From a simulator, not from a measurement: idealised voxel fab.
This is a process module. Its name is voxel self aligned contacts.
Section shown: cut. Width: 260 nm. Cell size: 5 nm, square.
Reading order for cross-sections: top band down to bottom band. Underlying form: a grid of square cells. Band size: one or more rows of cells.
It is stipulated that each band's entry specify, in nanometres, the height of the top of the band and then that of its bottom, followed by the materials of the band in left-to-right sequence, each together with its width in nanometres. A single material marked by the word "full width" is understood to fill the band from edge to edge; the word "empty" is understood to denote empty space.
Measure heights from 0. That's the level where, below it, the as-received wafer is all one material. The lowest band is bottomless and extends downward; write it as in "z 0 and below".
Top row gets the first number, bottom row gets the second, and each row in between changes by the same step: that is how a band width like "30..40" works.
The cross-section has no changed cell in any step marked "no change".
The label "Closed void register" introduces a list of the empty spaces, 8 cells or larger, that have no open way up to the top; each entry in it reads width x height at distance, where the distance is taken from the left edge and all three are stated in nm.
Note: text after step settings on the step line = simulator remark on that step.
On any step carrying a mask, the "overlay nm" setting, if present on the step's line, tells how far right of its planned place the mask lay; negative values point to the left.
## Process steps - plan
| 1 | RECEIVE: material Si |
| 2 | OXIDIZE: depth nm 5 |
| 3 | DIRECTIONAL_DEP: material polySi, thk nm 20 |
| 4 | DIRECTIONAL_DEP: material SiN, thk nm 20 |
| 5 | PATTERN: tone cover, mask id GATE, material resist, width nm 35, pitch nm 60, thk nm 15, overlay nm 0 |
| 6 | DIRECTIONAL_ETCH: etch materials SiN, depth nm 20 |
| 7 | DIRECTIONAL_ETCH: etch materials polySi, depth nm 20 |
| 8 | STRIP: etch materials resist |
| 9 | CONFORMAL_DEP: material SiN, thk nm 5 |
| 10 | DIRECTIONAL_ETCH: etch materials SiN, depth nm 5 |
| 11 | FILL_DEP: material SiO2, thk nm 15 |
| 12 | CMP: height nm 45 |
| 13 | PATTERN: tone open, mask id CONTACT, material resist, width nm 45, thk nm 15, overlay nm 0 |
| 14 | DIRECTIONAL_ETCH: etch materials SiO2, depth nm 50 |
| 15 | STRIP: etch materials resist |
| 16 | CONFORMAL_DEP: material TiN, thk nm 5 |
| 17 | FILL_DEP: material Ru, thk nm 5 |
| 18 | CMP: height nm 45 |
| 19 | CONFORMAL_DEP: material SiCN, thk nm 5 |
## Shown in cross-section is the wafer as received, that is, as it stands after step 1
- z 0 and below = Si full width
- Closed void register: none
## The first of the two wafers as seen in cross-section once the module was finished; processing followed the plan
- z 50 to 45 = SiCN full width
- z 45 to 40 = SiO2: 105; TiN: 20; Ru: 5; TiN: 20; SiO2: 110
- z 40 to 20 = SiO2: 75; SiN: 45; TiN: 5; Ru: 5; TiN: 5; SiN: 45; SiO2: 80
- z 20 to 0 = SiO2: 75; SiN: 5; polySi: 35; SiN: 5; TiN: 5; Ru: 5; TiN: 5; SiN: 5; polySi: 35; SiN: 5; SiO2: 80
- z 0 to -5 = SiO2: 120; TiN: 15; SiO2: 125
- z -5 and below = Si full width
- Closed void register: none
## Wafer two, end of module, cross-section. Same start, same plan as wafer one. One mistake in the run
- z 50 to 45 = SiCN full width
- z 45 to 40 = SiO2: 105; TiN: 20; Ru: 10; TiN: 15; SiO2: 110
- z 40 to 20 = SiO2: 80; SiN: 40; TiN: 5; Ru: 10; TiN: 5; SiN: 40; SiO2: 80
- z 20 to 0 = SiO2: 80; SiN: 5; polySi: 30; SiN: 5; TiN: 5; Ru: 10; TiN: 5; SiN: 5; polySi: 30; SiN: 5; SiO2: 80
- z 0 to -5 = SiO2: 120; TiN: 20; SiO2: 120
- z -5 and below = Si full width
- Closed void register: none
Want to know what went wrong? step 5 was not run as planned; what actually ran was PATTERN: tone cover, mask id GATE, material resist, width nm 30, pitch nm 60, thk nm 15, overlay nm 0
Bottom line after processing is that, in cells, the second wafer is up or down on some materials versus the first: Ru: 9 more, SiN: 8 fewer, SiO2: 7 more, polySi: 8 fewer
